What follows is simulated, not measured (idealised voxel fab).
Herein follows the process module entitled voxel transistor to metal.
We display cut, a cross-section 300 nm in width whose square cells are each 5 nm.
Cross-section format: a grid of square cells, given as bands from top to bottom; each band is one or more rows of cells.
The entry gives the band's vertical extent as a top height and a bottom height in nm, then its horizontal make-up as materials from left to right, each with a width in nm. "empty" stands for empty space; a single material marked "edge to edge" fills the band edge to edge.
Heads up on the height convention: 0 is the point under which the incoming wafer is all one material, and the lowest band has no bottom, it just keeps going down, like "0 nm and below".
Top row gets the first number, bottom row gets the second, and each row in between changes by the same step: that is how a band width like "30..40" works.
Any step labelled "nothing got changed" changed none of the cells in the cross-section.
Enclosed voids (no open way to top), threshold 8 cells or more, entry "Sealed voids", notation width x height at distance, distance from left edge, nm.
Whatever follows a step's settings on its line is a remark the simulator itself makes about that step.
"overlay nm" denotes, for a step that has a mask, the displacement of the mask to the right of its planned place, with negative values corresponding to the left.
Below you will find pairs of cross-sections. In each, one shows the wafer before one process step and the other after it, with the after view ending at the lowest band that changed. Under each pair is the step separating them, along with its settings. Do not assume the pairs form a chain: they can come from different runs of this module on the same starting wafer, and a pair continues from the pair above it only when its "Pre-step" entry says so.
Pre-step:
85 nm to 55 nm = resist: 45 | empty: 15 | resist: 55 | empty: 15 | resist: 40 | empty: 15 | resist: 55 | empty: 15 | resist: 45
55 nm to 45 nm = aC edge to edge
45 nm to 25 nm = lowk edge to edge
25 nm to 20 nm = SiCN edge to edge
20 nm to 10 nm = SiO2: 45 | TiN: 5 | Ru: 5 | TiN: 5 | SiO2: 55 | TiN: 5 | Ru: 5 | TiN: 5 | SiO2: 40 | TiN: 5 | Ru: 5 | TiN: 5 | SiO2: 55 | TiN: 5 | Ru: 5 | TiN: 5 | SiO2: 45
10 nm to 5 nm = lowk: 45 | TiN: 15 | SiO2: 5 | lowk: 10 | HfO2: 5 | TiN: 5 | W: 5 | TiN: 5 | HfO2: 5 | lowk: 10 | SiO2: 5 | TiN: 15 | lowk: 40 | TiN: 15 | SiO2: 5 | lowk: 10 | HfO2: 5 | TiN: 5 | W: 5 | TiN: 5 | HfO2: 5 | lowk: 10 | SiO2: 5 | TiN: 15 | lowk: 45
5 nm to 0 nm = lowk: 75 | HfO2: 5 | TiN: 5 | W: 5 | TiN: 5 | HfO2: 5 | lowk: 100 | HfO2: 5 | TiN: 5 | W: 5 | TiN: 5 | HfO2: 5 | lowk: 75
0 nm to -5 nm = SiO2: 35 | lowk: 40 | HfO2: 5 | TiN: 15 | HfO2: 5 | lowk: 40 | SiO2: 20 | lowk: 40 | HfO2: 5 | TiN: 15 | HfO2: 5 | lowk: 40 | SiO2: 35
-5 nm to -10 nm = SiO2: 70 | HfO2: 35 | SiO2: 90 | HfO2: 35 | SiO2: 70
-10 nm to -35 nm = SiO2: 40 | Si: 95 | SiO2: 30 | Si: 95 | SiO2: 40
-35 nm and below = Si edge to edge
Sealed voids: none
As Processed:
75 nm to 55 nm = resist: 45 | empty: 15 | resist: 55 | empty: 15 | resist: 40 | empty: 15 | resist: 55 | empty: 15 | resist: 45
55 nm to 45 nm = aC: 45 | empty: 15 | aC: 55 | empty: 15 | aC: 40 | empty: 15 | aC: 55 | empty: 15 | aC: 45
below 45: unchanged
Sealed voids: none
The transition between the preceding cross-sections is accomplished by DIRECTIONAL_ETCH with etch materials aC, depth nm 10
Pre-step: nothing new to draw here, it's the after view of the pair just above.
As Processed:
55 nm to 45 nm = aC: 45 | empty: 15 | aC: 55 | empty: 15 | aC: 40 | empty: 15 | aC: 55 | empty: 15 | aC: 45
below 45: unchanged
Sealed voids: none
The transition between the preceding cross-sections is accomplished by STRIP with etch materials resist
Pre-step: nothing new to draw here, it's the after view of the pair just above.
As Processed:
55 nm to 45 nm = aC: 45 | empty: 15 | aC: 55 | empty: 15 | aC: 40 | empty: 15 | aC: 55 | empty: 15 | aC: 45
45 nm to 25 nm = lowk: 45 | empty: 15 | lowk: 55 | empty: 15 | lowk: 40 | empty: 15 | lowk: 55 | empty: 15 | lowk: 45
below 25: unchanged
Sealed voids: none
The transition between the preceding cross-sections is accomplished by DIRECTIONAL_ETCH with etch materials lowk, depth nm 20
Pre-step: nothing new to draw here, it's the after view of the pair just above.
As Processed:
55 nm to 45 nm = aC: 45 | empty: 15 | aC: 55 | empty: 15 | aC: 40 | empty: 15 | aC: 55 | empty: 15 | aC: 45
45 nm to 25 nm = lowk: 45 | empty: 15 | lowk: 55 | empty: 15 | lowk: 40 | empty: 15 | lowk: 55 | empty: 15 | lowk: 45
25 nm to 20 nm = SiCN: 45 | empty: 15 | SiCN: 55 | empty: 15 | SiCN: 40 | empty: 15 | SiCN: 55 | empty: 15 | SiCN: 45
below 20: unchanged
Sealed voids: none
The transition between the preceding cross-sections is accomplished by DIRECTIONAL_ETCH with etch materials SiCN, depth nm 5
Pre-step: nothing new to draw here, it's the after view of the pair just above.
As Processed:
45 nm to 25 nm = lowk: 45 | empty: 15 | lowk: 55 | empty: 15 | lowk: 40 | empty: 15 | lowk: 55 | empty: 15 | lowk: 45
below 25: unchanged
Sealed voids: none
The transition between the preceding cross-sections is accomplished by STRIP with etch materials aC
Pre-step: nothing new to draw here, it's the after view of the pair just above.
As Processed:
50 nm to 45 nm = TiN: 50 | empty: 5 | TiN: 65 | empty: 5 | TiN: 50 | empty: 5 | TiN: 65 | empty: 5 | TiN: 50
45 nm to 25 nm = lowk: 45 | TiN: 5 | empty: 5 | TiN: 5 | lowk: 55 | TiN: 5 | empty: 5 | TiN: 5 | lowk: 40 | TiN: 5 | empty: 5 | TiN: 5 | lowk: 55 | TiN: 5 | empty: 5 | TiN: 5 | lowk: 45
25 nm to 20 nm = SiCN: 45 | TiN: 15 | SiCN: 55 | TiN: 15 | SiCN: 40 | TiN: 15 | SiCN: 55 | TiN: 15 | SiCN: 45
below 20: unchanged
Sealed voids: none
The transition between the preceding cross-sections is accomplished by CONFORMAL_DEP with material TiN, thk nm 5
Pre-step: nothing new to draw here, it's the after view of the pair just above.
As Processed:
60 nm to 50 nm = Ru edge to edge
50 nm to 45 nm = TiN: 50 | Ru: 5 | TiN: 65 | Ru: 5 | TiN: 50 | Ru: 5 | TiN: 65 | Ru: 5 | TiN: 50
45 nm to 25 nm = lowk: 45 | TiN: 5 | Ru: 5 | TiN: 5 | lowk: 55 | TiN: 5 | Ru: 5 | TiN: 5 | lowk: 40 | TiN: 5 | Ru: 5 | TiN: 5 | lowk: 55 | TiN: 5 | Ru: 5 | TiN: 5 | lowk: 45
below 25: unchanged
Sealed voids: none
The transition between the preceding cross-sections is accomplished by FILL_DEP with material Ru, thk nm 10
Pre-step: nothing new to draw here, it's the after view of the pair just above.
As Processed:
45 nm to 25 nm = lowk: 45 | TiN: 5 | Ru: 5 | TiN: 5 | lowk: 55 | TiN: 5 | Ru: 5 | TiN: 5 | lowk: 40 | TiN: 5 | Ru: 5 | TiN: 5 | lowk: 55 | TiN: 5 | Ru: 5 | TiN: 5 | lowk: 45
below 25: unchanged
Sealed voids: none
The transition between the preceding cross-sections is accomplished by CMP with height nm 45
Pre-step: nothing new to draw here, it's the after view of the pair just above.
As Processed:
50 nm to 45 nm = SiCN edge to edge
below 45: unchanged
Sealed voids: none
The transition between the preceding cross-sections is accomplished by CONFORMAL_DEP with material SiCN, thk nm 5
Pre-step: nothing new to draw here, it's the after view of the pair just above.
As Processed:
80 nm to 50 nm = SiO2 edge to edge
below 50: unchanged
Sealed voids: none
The transition between the preceding cross-sections is accomplished by DIRECTIONAL_DEP with material SiO2, thk nm 30
Pre-step: nothing new to draw here, it's the after view of the pair just above.
As Processed:
95 nm to 80 nm = resist: 45 | empty: 15 | resist: 110 | empty: 15 | resist: 115
below 80: unchanged
Sealed voids: none
The transition between the preceding cross-sections is accomplished by PATTERN with tone open, mask id METAL_2, material resist, width nm 15, pitch nm 125, thk nm 15, overlay nm 0
Pre-step: nothing new to draw here, it's the after view of the pair just above.
As Processed:
95 nm to 80 nm = resist: 45 | empty: 15 | resist: 110 | empty: 15 | resist: 115
80 nm to 65 nm = SiO2: 45 | empty: 15 | SiO2: 110 | empty: 15 | SiO2: 115
below 65: unchanged
Sealed voids: none
The transition between the preceding cross-sections is accomplished by DIRECTIONAL_ETCH with etch materials SiO2, depth nm 15
Pre-step: nothing new to draw here, it's the after view of the pair just above.
As Processed:
80 nm to 65 nm = SiO2: 45 | empty: 15 | SiO2: 110 | empty: 15 | SiO2: 115
below 65: unchanged
Sealed voids: none
The transition between the preceding cross-sections is accomplished by STRIP with etch materials resist
Pre-step: nothing new to draw here, it's the after view of the pair just above.
As Processed:
100 nm to 80 nm = resist: 45 | empty: 15 | resist: 110 | empty: 15 | resist: 115
below 80: unchanged
Sealed voids: none
The transition between the preceding cross-sections is accomplished by PATTERN with tone open, mask id METAL_2_HOLES, material resist, width nm 15, pitch nm 125, thk nm 20, overlay nm 0
Pre-step: nothing new to draw here, it's the after view of the pair just above.
As Processed:
100 nm to 80 nm = resist: 45 | empty: 15 | resist: 110 | empty: 15 | resist: 115
80 nm to 50 nm = SiO2: 45 | empty: 15 | SiO2: 110 | empty: 15 | SiO2: 115
below 50: unchanged
Sealed voids: none
The transition between the preceding cross-sections is accomplished by DIRECTIONAL_ETCH with etch materials SiO2, depth nm 15
Pre-step: nothing new to draw here, it's the after view of the pair just above.
As Processed:
100 nm to 80 nm = resist: 45 | empty: 15 | resist: 110 | empty: 15 | resist: 115
80 nm to 50 nm = SiO2: 45 | empty: 15 | SiO2: 110 | empty: 15 | SiO2: 115
50 nm to 45 nm = SiCN: 45 | empty: 15 | SiCN: 110 | empty: 15 | SiCN: 115
below 45: unchanged
Sealed voids: none
The transition between the preceding cross-sections is accomplished by DIRECTIONAL_ETCH with etch materials SiCN, depth nm 5
Pre-step: nothing new to draw here, it's the after view of the pair just above.
As Processed:
80 nm to 50 nm = SiO2: 45 | empty: 15 | SiO2: 110 | empty: 15 | SiO2: 115
below 50: unchanged
Sealed voids: none
The transition between the preceding cross-sections is accomplished by STRIP with etch materials resist
Pre-step: nothing new to draw here, it's the after view of the pair just above.
As Processed:
85 nm to 80 nm = TiN: 50 | empty: 5 | TiN: 120 | empty: 5 | TiN: 120
80 nm to 50 nm = SiO2: 45 | TiN: 5 | empty: 5 | TiN: 5 | SiO2: 110 | TiN: 5 | empty: 5 | TiN: 5 | SiO2: 115
50 nm to 45 nm = SiCN: 45 | TiN: 15 | SiCN: 110 | TiN: 15 | SiCN: 115
below 45: unchanged
Sealed voids: none
The transition between the preceding cross-sections is accomplished by CONFORMAL_DEP with material TiN, thk nm 5
Pre-step: nothing new to draw here, it's the after view of the pair just above.
As Processed:
95 nm to 85 nm = Ru edge to edge
85 nm to 80 nm = TiN: 50 | Ru: 5 | TiN: 120 | Ru: 5 | TiN: 120
80 nm to 50 nm = SiO2: 45 | TiN: 5 | Ru: 5 | TiN: 5 | SiO2: 110 | TiN: 5 | Ru: 5 | TiN: 5 | SiO2: 115
below 50: unchanged
Sealed voids: none
The transition between the preceding cross-sections is accomplished by FILL_DEP with material Ru, thk nm 10
Pre-step: nothing new to draw here, it's the after view of the pair just above.
As Processed:
80 nm to 50 nm = SiO2: 45 | TiN: 5 | Ru: 5 | TiN: 5 | SiO2: 110 | TiN: 5 | Ru: 5 | TiN: 5 | SiO2: 115
below 50: unchanged
Sealed voids: none
The transition between the preceding cross-sections is accomplished by CMP with height nm 80
Pre-step: nothing new to draw here, it's the after view of the pair just above.
As Processed:
85 nm to 80 nm = SiN edge to edge
below 80: unchanged
Sealed voids: none
The transition between the preceding cross-sections is accomplished by CONFORMAL_DEP with material SiN, thk nm 5
Pre-step:
30 nm to 15 nm = aC edge to edge
15 nm to 0 nm = SiN edge to edge
0 nm to -5 nm = SiO2 edge to edge
-5 nm and below = Si edge to edge
Sealed voids: none
As Processed:
65 nm to 30 nm = resist: 40 | empty: 95 | resist: 30 | empty: 95 | resist: 40
below 30: unchanged
Sealed voids: none
The transition between the preceding cross-sections is accomplished by PATTERN with tone open, mask id ACTIVE, material resist, width nm 95, pitch nm 125, thk nm 35, overlay nm 0
Pre-step: nothing new to draw here, it's the after view of the pair just above.
As Processed:
50 nm to 30 nm = resist: 40 | empty: 95 | resist: 30 | empty: 95 | resist: 40
30 nm to 15 nm = aC: 40 | empty: 95 | aC: 30 | empty: 95 | aC: 40
below 15: unchanged
Sealed voids: none
The transition between the preceding cross-sections is accomplished by DIRECTIONAL_ETCH with etch materials aC, depth nm 15
Pre-step: nothing new to draw here, it's the after view of the pair just above.
As Processed:
30 nm to 15 nm = aC: 40 | empty: 95 | aC: 30 | empty: 95 | aC: 40
below 15: unchanged
Sealed voids: none
The transition between the preceding cross-sections is accomplished by STRIP with etch materials resist
Pre-step: nothing new to draw here, it's the after view of the pair just above.
As Processed:
30 nm to 15 nm = aC: 40 | empty: 95 | aC: 30 | empty: 95 | aC: 40
15 nm to 0 nm = SiN: 40 | empty: 95 | SiN: 30 | empty: 95 | SiN: 40
below 0: unchanged
Sealed voids: none
The transition between the preceding cross-sections is accomplished by DIRECTIONAL_ETCH with etch materials SiN, depth nm 15
Pre-step: nothing new to draw here, it's the after view of the pair just above.
As Processed:
30 nm to 15 nm = aC: 40 | empty: 95 | aC: 30 | empty: 95 | aC: 40
15 nm to 0 nm = SiN: 40 | empty: 95 | SiN: 30 | empty: 95 | SiN: 40
0 nm to -5 nm = SiO2: 40 | empty: 95 | SiO2: 30 | empty: 95 | SiO2: 40
below -5: unchanged
Sealed voids: none
The transition between the preceding cross-sections is accomplished by DIRECTIONAL_ETCH with etch materials SiO2, depth nm 5
Pre-step: nothing new to draw here, it's the after view of the pair just above.
As Processed:
30 nm to 15 nm = aC: 40 | empty: 95 | aC: 30 | empty: 95 | aC: 40
15 nm to 0 nm = SiN: 40 | empty: 95 | SiN: 30 | empty: 95 | SiN: 40
0 nm to -5 nm = SiO2: 40 | empty: 95 | SiO2: 30 | empty: 95 | SiO2: 40
-5 nm to -35 nm = Si: 40 | empty: 95 | Si: 30 | empty: 95 | Si: 40
below -35: unchanged
Sealed voids: none
The transition between the preceding cross-sections is accomplished by DIRECTIONAL_ETCH with etch materials Si, depth nm 30
Pre-step: nothing new to draw here, it's the after view of the pair just above.
As Processed:
15 nm to 0 nm = SiN: 40 | empty: 95 | SiN: 30 | empty: 95 | SiN: 40
below 0: unchanged
Sealed voids: none
The transition between the preceding cross-sections is accomplished by STRIP with etch materials aC
Pre-step: nothing new to draw here, it's the after view of the pair just above.
As Processed:
30 nm to 15 nm = SiO2 edge to edge
15 nm to 0 nm = SiN: 40 | SiO2: 95 | SiN: 30 | SiO2: 95 | SiN: 40
0 nm to -5 nm = SiO2 edge to edge
-5 nm to -35 nm = Si: 40 | SiO2: 95 | Si: 30 | SiO2: 95 | Si: 40
below -35: unchanged
Sealed voids: none
The transition between the preceding cross-sections is accomplished by FILL_DEP with material SiO2, thk nm 15
Pre-step: nothing new to draw here, it's the after view of the pair just above.
As Processed:
15 nm to 0 nm = SiN: 40 | SiO2: 95 | SiN: 30 | SiO2: 95 | SiN: 40
below 0: unchanged
Sealed voids: none
The transition between the preceding cross-sections is accomplished by CMP with height nm 15
Pre-step: nothing new to draw here, it's the after view of the pair just above.
As Processed:
15 nm to 5 nm = SiN: 40 | empty: 95 | SiN: 30 | empty: 95 | SiN: 40
below 5: unchanged
Sealed voids: none
The transition between the preceding cross-sections is accomplished by SELECTIVE_ETCH with etch materials SiO2, depth nm 10
Pre-step: nothing new to draw here, it's the after view of the pair just above.
As Processed:
5 nm to 0 nm = empty: 40 | SiO2: 95 | empty: 30 | SiO2: 95 | empty: 40
below 0: unchanged
Sealed voids: none
The transition between the preceding cross-sections is accomplished by STRIP with etch materials SiN
Pre-step: nothing new to draw here, it's the after view of the pair just above.
As Processed:
0 nm to -5 nm = empty: 45 | SiO2: 85 | empty: 40 | SiO2: 85 | empty: 45
below -5: unchanged
Sealed voids: none
The transition between the preceding cross-sections is accomplished by SELECTIVE_ETCH with etch materials SiO2, depth nm 5
Pre-step: nothing new to draw here, it's the after view of the pair just above.
As Processed:
0 nm to -5 nm = empty: 45 | SiO2: 85 | empty: 40 | SiO2: 85 | empty: 45
-5 nm to -10 nm = SiO2 edge to edge
below -10: unchanged
Sealed voids: none
The transition between the preceding cross-sections is accomplished by OXIDIZE with depth nm 5
Pre-step: nothing new to draw here, it's the after view of the pair just above.
As Processed:
20 nm to 15 nm = empty: 45 | polySi: 85 | empty: 40 | polySi: 85 | empty: 45
15 nm to 0 nm = polySi edge to edge
0 nm to -5 nm = polySi: 45 | SiO2: 85 | polySi: 40 | SiO2: 85 | polySi: 45
below -5: unchanged
Sealed voids: none
The transition between the preceding cross-sections is accomplished by DIRECTIONAL_DEP with material polySi, thk nm 20
Pre-step: nothing new to draw here, it's the after view of the pair just above.
As Processed:
35 nm to 30 nm = empty: 45 | SiCN: 85 | empty: 40 | SiCN: 85 | empty: 45
30 nm to 20 nm = SiCN edge to edge
20 nm to 15 nm = SiCN: 45 | polySi: 85 | SiCN: 40 | polySi: 85 | SiCN: 45
below 15: unchanged
Sealed voids: none
The transition between the preceding cross-sections is accomplished by DIRECTIONAL_DEP with material SiCN, thk nm 15
Pre-step: nothing new to draw here, it's the after view of the pair just above.
As Processed:
35 nm to 20 nm = empty: 75 | SiCN: 25 | empty: 100 | SiCN: 25 | empty: 75
20 nm to 15 nm = empty: 45 | polySi: 85 | empty: 40 | polySi: 85 | empty: 45
below 15: unchanged
Sealed voids: none
The transition between the preceding cross-sections is accomplished by MASKED_ETCH with tone cover, mask id GATE, width nm 25, pitch nm 125, etch materials SiCN, depth nm 25, overlay nm 0
Pre-step: nothing new to draw here, it's the after view of the pair just above.
As Processed:
35 nm to 20 nm = empty: 75 | SiCN: 25 | empty: 100 | SiCN: 25 | empty: 75
20 nm to 0 nm = empty: 75 | polySi: 25 | empty: 100 | polySi: 25 | empty: 75
0 nm to -5 nm = empty: 45 | SiO2: 85 | empty: 40 | SiO2: 85 | empty: 45
below -5: unchanged
Sealed voids: none
The transition between the preceding cross-sections is accomplished by MASKED_ETCH with tone cover, mask id GATE, width nm 25, pitch nm 125, etch materials polySi, depth nm 30, overlay nm 0
Pre-step: nothing new to draw here, it's the after view of the pair just above.
As Processed:
45 nm to 35 nm = empty: 65 | SiN: 45 | empty: 80 | SiN: 45 | empty: 65
35 nm to 20 nm = empty: 65 | SiN: 10 | SiCN: 25 | SiN: 10 | empty: 80 | SiN: 10 | SiCN: 25 | SiN: 10 | empty: 65
20 nm to 10 nm = empty: 65 | SiN: 10 | polySi: 25 | SiN: 10 | empty: 80 | SiN: 10 | polySi: 25 | SiN: 10 | empty: 65
10 nm to 5 nm = empty: 35 | SiN: 40 | polySi: 25 | SiN: 40 | empty: 20 | SiN: 40 | polySi: 25 | SiN: 40 | empty: 35
5 nm to 0 nm = SiN: 75 | polySi: 25 | SiN: 100 | polySi: 25 | SiN: 75
0 nm to -5 nm = SiN: 45 | SiO2: 85 | SiN: 40 | SiO2: 85 | SiN: 45
below -5: unchanged
Sealed voids: none
The transition between the preceding cross-sections is accomplished by CONFORMAL_DEP with material SiN, thk nm 10
Pre-step: nothing new to draw here, it's the after view of the pair just above.
As Processed:
35 nm to 20 nm = empty: 65 | SiN: 10 | SiCN: 25 | SiN: 10 | empty: 80 | SiN: 10 | SiCN: 25 | SiN: 10 | empty: 65
20 nm to 0 nm = empty: 65 | SiN: 10 | polySi: 25 | SiN: 10 | empty: 80 | SiN: 10 | polySi: 25 | SiN: 10 | empty: 65
0 nm to -5 nm = empty: 35 | SiN: 10 | SiO2: 85 | SiN: 10 | empty: 20 | SiN: 10 | SiO2: 85 | SiN: 10 | empty: 35
below -5: unchanged
Sealed voids: none
The transition between the preceding cross-sections is accomplished by DIRECTIONAL_ETCH with etch materials SiN, depth nm 10
Pre-step: nothing new to draw here, it's the after view of the pair just above.
As Processed:
35 nm to 20 nm = empty: 65 | SiN: 10 | SiCN: 25 | SiN: 10 | empty: 80 | SiN: 10 | SiCN: 25 | SiN: 10 | empty: 65
20 nm to 0 nm = empty: 65 | SiN: 10 | polySi: 25 | SiN: 10 | empty: 80 | SiN: 10 | polySi: 25 | SiN: 10 | empty: 65
0 nm to -5 nm = empty: 35 | SiN: 10 | empty: 20 | SiO2: 45 | empty: 20 | SiN: 10 | empty: 20 | SiN: 10 | empty: 20 | SiO2: 45 | empty: 20 | SiN: 10 | empty: 35
-5 nm to -10 nm = empty: 35 | SiO2: 105 | empty: 20 | SiO2: 105 | empty: 35
below -10: unchanged
Sealed voids: none
The transition between the preceding cross-sections is accomplished by DIRECTIONAL_ETCH with etch materials SiO2, depth nm 5
Pre-step: nothing new to draw here, it's the after view of the pair just above.
As Processed:
35 nm to 20 nm = empty: 65 | SiN: 10 | SiCN: 25 | SiN: 10 | empty: 80 | SiN: 10 | SiCN: 25 | SiN: 10 | empty: 65
20 nm to 0 nm = empty: 65 | SiN: 10 | polySi: 25 | SiN: 10 | empty: 80 | SiN: 10 | polySi: 25 | SiN: 10 | empty: 65
0 nm to -5 nm = empty: 35 | SiN: 10 | empty: 20 | SiO2: 45 | empty: 20 | SiN: 10 | empty: 20 | SiN: 10 | empty: 20 | SiO2: 45 | empty: 20 | SiN: 10 | empty: 35
-5 nm to -10 nm = nSi: 35 | SiO2: 105 | nSi: 20 | SiO2: 105 | nSi: 35
below -10: unchanged
Sealed voids: none
The transition between the preceding cross-sections is accomplished by EPI with material nSi, thk nm 5
Pre-step: nothing new to draw here, it's the after view of the pair just above.
As Processed:
40 nm to 35 nm = SiO2 edge to edge
35 nm to 20 nm = SiO2: 65 | SiN: 10 | SiCN: 25 | SiN: 10 | SiO2: 80 | SiN: 10 | SiCN: 25 | SiN: 10 | SiO2: 65
20 nm to 0 nm = SiO2: 65 | SiN: 10 | polySi: 25 | SiN: 10 | SiO2: 80 | SiN: 10 | polySi: 25 | SiN: 10 | SiO2: 65
0 nm to -5 nm = SiO2: 35 | SiN: 10 | SiO2: 85 | SiN: 10 | SiO2: 20 | SiN: 10 | SiO2: 85 | SiN: 10 | SiO2: 35
below -5: unchanged
Sealed voids: none
The transition between the preceding cross-sections is accomplished by FILL_DEP with material SiO2, thk nm 5
Pre-step: nothing new to draw here, it's the after view of the pair just above.
As Processed:
15 nm to 0 nm = SiO2: 65 | SiN: 10 | polySi: 25 | SiN: 10 | SiO2: 80 | SiN: 10 | polySi: 25 | SiN: 10 | SiO2: 65
below 0: unchanged
Sealed voids: none
The transition between the preceding cross-sections is accomplished by CMP with height nm 15
Pre-step: nothing new to draw here, it's the after view of the pair just above.
As Processed:
15 nm to 0 nm = SiO2: 65 | SiN: 10 | empty: 25 | SiN: 10 | SiO2: 80 | SiN: 10 | empty: 25 | SiN: 10 | SiO2: 65
below 0: unchanged
Sealed voids: none
The transition between the preceding cross-sections is accomplished by STRIP with etch materials polySi
Pre-step: nothing new to draw here, it's the after view of the pair just above.
As Processed:
15 nm to 10 nm = empty: 65 | SiN: 10 | empty: 25 | SiN: 10 | empty: 80 | SiN: 10 | empty: 25 | SiN: 10 | empty: 65
10 nm to 0 nm = SiO2: 65 | SiN: 10 | empty: 25 | SiN: 10 | SiO2: 80 | SiN: 10 | empty: 25 | SiN: 10 | SiO2: 65
0 nm to -5 nm = SiO2: 35 | SiN: 10 | SiO2: 25 | empty: 35 | SiO2: 25 | SiN: 10 | SiO2: 20 | SiN: 10 | SiO2: 25 | empty: 35 | SiO2: 25 | SiN: 10 | SiO2: 35
below -5: unchanged
Sealed voids: none
The transition between the preceding cross-sections is accomplished by SELECTIVE_ETCH with etch materials SiO2, depth nm 5
Pre-step: nothing new to draw here, it's the after view of the pair just above.
As Processed:
20 nm to 15 nm = empty: 60 | HfO2: 20 | empty: 15 | HfO2: 20 | empty: 70 | HfO2: 20 | empty: 15 | HfO2: 20 | empty: 60
15 nm to 10 nm = HfO2: 65 | SiN: 10 | HfO2: 5 | empty: 15 | HfO2: 5 | SiN: 10 | HfO2: 80 | SiN: 10 | HfO2: 5 | empty: 15 | HfO2: 5 | SiN: 10 | HfO2: 65
10 nm to 0 nm = SiO2: 65 | SiN: 10 | HfO2: 5 | empty: 15 | HfO2: 5 | SiN: 10 | SiO2: 80 | SiN: 10 | HfO2: 5 | empty: 15 | HfO2: 5 | SiN: 10 | SiO2: 65
0 nm to -5 nm = SiO2: 35 | SiN: 10 | SiO2: 25 | HfO2: 35 | SiO2: 25 | SiN: 10 | SiO2: 20 | SiN: 10 | SiO2: 25 | HfO2: 35 | SiO2: 25 | SiN: 10 | SiO2: 35
below -5: unchanged
Sealed voids: none
The transition between the preceding cross-sections is accomplished by CONFORMAL_DEP with material HfO2, thk nm 5
Pre-step: nothing new to draw here, it's the after view of the pair just above.
As Processed:
25 nm to 20 nm = empty: 55 | TiN: 30 | empty: 5 | TiN: 30 | empty: 60 | TiN: 30 | empty: 5 | TiN: 30 | empty: 55
20 nm to 15 nm = TiN: 60 | HfO2: 20 | TiN: 5 | empty: 5 | TiN: 5 | HfO2: 20 | TiN: 70 | HfO2: 20 | TiN: 5 | empty: 5 | TiN: 5 | HfO2: 20 | TiN: 60
15 nm to 10 nm = HfO2: 65 | SiN: 10 | HfO2: 5 | TiN: 5 | empty: 5 | TiN: 5 | HfO2: 5 | SiN: 10 | HfO2: 80 | SiN: 10 | HfO2: 5 | TiN: 5 | empty: 5 | TiN: 5 | HfO2: 5 | SiN: 10 | HfO2: 65
10 nm to 5 nm = SiO2: 65 | SiN: 10 | HfO2: 5 | TiN: 5 | empty: 5 | TiN: 5 | HfO2: 5 | SiN: 10 | SiO2: 80 | SiN: 10 | HfO2: 5 | TiN: 5 | empty: 5 | TiN: 5 | HfO2: 5 | SiN: 10 | SiO2: 65
5 nm to 0 nm = SiO2: 65 | SiN: 10 | HfO2: 5 | TiN: 15 | HfO2: 5 | SiN: 10 | SiO2: 80 | SiN: 10 | HfO2: 5 | TiN: 15 | HfO2: 5 | SiN: 10 | SiO2: 65
below 0: unchanged
Sealed voids: none
The transition between the preceding cross-sections is accomplished by CONFORMAL_DEP with material TiN, thk nm 5
Pre-step: nothing new to draw here, it's the after view of the pair just above.
As Processed:
30 nm to 25 nm = W edge to edge
25 nm to 20 nm = W: 55 | TiN: 30 | W: 5 | TiN: 30 | W: 60 | TiN: 30 | W: 5 | TiN: 30 | W: 55
20 nm to 15 nm = TiN: 60 | HfO2: 20 | TiN: 5 | W: 5 | TiN: 5 | HfO2: 20 | TiN: 70 | HfO2: 20 | TiN: 5 | W: 5 | TiN: 5 | HfO2: 20 | TiN: 60
15 nm to 10 nm = HfO2: 65 | SiN: 10 | HfO2: 5 | TiN: 5 | W: 5 | TiN: 5 | HfO2: 5 | SiN: 10 | HfO2: 80 | SiN: 10 | HfO2: 5 | TiN: 5 | W: 5 | TiN: 5 | HfO2: 5 | SiN: 10 | HfO2: 65
10 nm to 5 nm = SiO2: 65 | SiN: 10 | HfO2: 5 | TiN: 5 | W: 5 | TiN: 5 | HfO2: 5 | SiN: 10 | SiO2: 80 | SiN: 10 | HfO2: 5 | TiN: 5 | W: 5 | TiN: 5 | HfO2: 5 | SiN: 10 | SiO2: 65
below 5: unchanged
Sealed voids: none
The transition between the preceding cross-sections is accomplished by FILL_DEP with material W, thk nm 5
Pre-step: nothing new to draw here, it's the after view of the pair just above.
As Processed:
10 nm to 5 nm = SiO2: 65 | SiN: 10 | HfO2: 5 | TiN: 5 | W: 5 | TiN: 5 | HfO2: 5 | SiN: 10 | SiO2: 80 | SiN: 10 | HfO2: 5 | TiN: 5 | W: 5 | TiN: 5 | HfO2: 5 | SiN: 10 | SiO2: 65
below 5: unchanged
Sealed voids: none
The transition between the preceding cross-sections is accomplished by CMP with height nm 10
Pre-step: nothing new to draw here, it's the after view of the pair just above.
As Processed:
20 nm to 10 nm = SiO2 edge to edge
below 10: unchanged
Sealed voids: none
The transition between the preceding cross-sections is accomplished by DIRECTIONAL_DEP with material SiO2, thk nm 10
Pre-step: nothing new to draw here, it's the after view of the pair just above.
As Processed:
40 nm to 20 nm = resist: 45 | empty: 15 | resist: 55 | empty: 15 | resist: 40 | empty: 15 | resist: 55 | empty: 15 | resist: 45
below 20: unchanged
Sealed voids: none
The transition between the preceding cross-sections is accomplished by PATTERN with tone open, mask id CONTACT, material resist, width nm 15, thk nm 20, overlay nm 0
Pre-step: nothing new to draw here, it's the after view of the pair just above.
As Processed:
40 nm to 20 nm = resist: 45 | empty: 15 | resist: 55 | empty: 15 | resist: 40 | empty: 15 | resist: 55 | empty: 15 | resist: 45
20 nm to 10 nm = SiO2: 45 | empty: 15 | SiO2: 55 | empty: 15 | SiO2: 40 | empty: 15 | SiO2: 55 | empty: 15 | SiO2: 45
10 nm to 5 nm = SiO2: 45 | empty: 15 | SiO2: 5 | SiN: 10 | HfO2: 5 | TiN: 5 | W: 5 | TiN: 5 | HfO2: 5 | SiN: 10 | SiO2: 5 | empty: 15 | SiO2: 40 | empty: 15 | SiO2: 5 | SiN: 10 | HfO2: 5 | TiN: 5 | W: 5 | TiN: 5 | HfO2: 5 | SiN: 10 | SiO2: 5 | empty: 15 | SiO2: 45
5 nm to 0 nm = SiO2: 45 | empty: 15 | SiO2: 5 | SiN: 10 | HfO2: 5 | TiN: 15 | HfO2: 5 | SiN: 10 | SiO2: 5 | empty: 15 | SiO2: 40 | empty: 15 | SiO2: 5 | SiN: 10 | HfO2: 5 | TiN: 15 | HfO2: 5 | SiN: 10 | SiO2: 5 | empty: 15 | SiO2: 45
0 nm to -5 nm = SiO2: 35 | SiN: 10 | empty: 15 | SiO2: 10 | HfO2: 35 | SiO2: 10 | empty: 15 | SiN: 10 | SiO2: 20 | SiN: 10 | empty: 15 | SiO2: 10 | HfO2: 35 | SiO2: 10 | empty: 15 | SiN: 10 | SiO2: 35
below -5: unchanged
Sealed voids: none
The transition between the preceding cross-sections is accomplished by DIRECTIONAL_ETCH with etch materials SiO2, depth nm 25
Pre-step: nothing new to draw here, it's the after view of the pair just above.
As Processed:
20 nm to 10 nm = SiO2: 45 | empty: 15 | SiO2: 55 | empty: 15 | SiO2: 40 | empty: 15 | SiO2: 55 | empty: 15 | SiO2: 45
below 10: unchanged
Sealed voids: none
The transition between the preceding cross-sections is accomplished by STRIP with etch materials resist
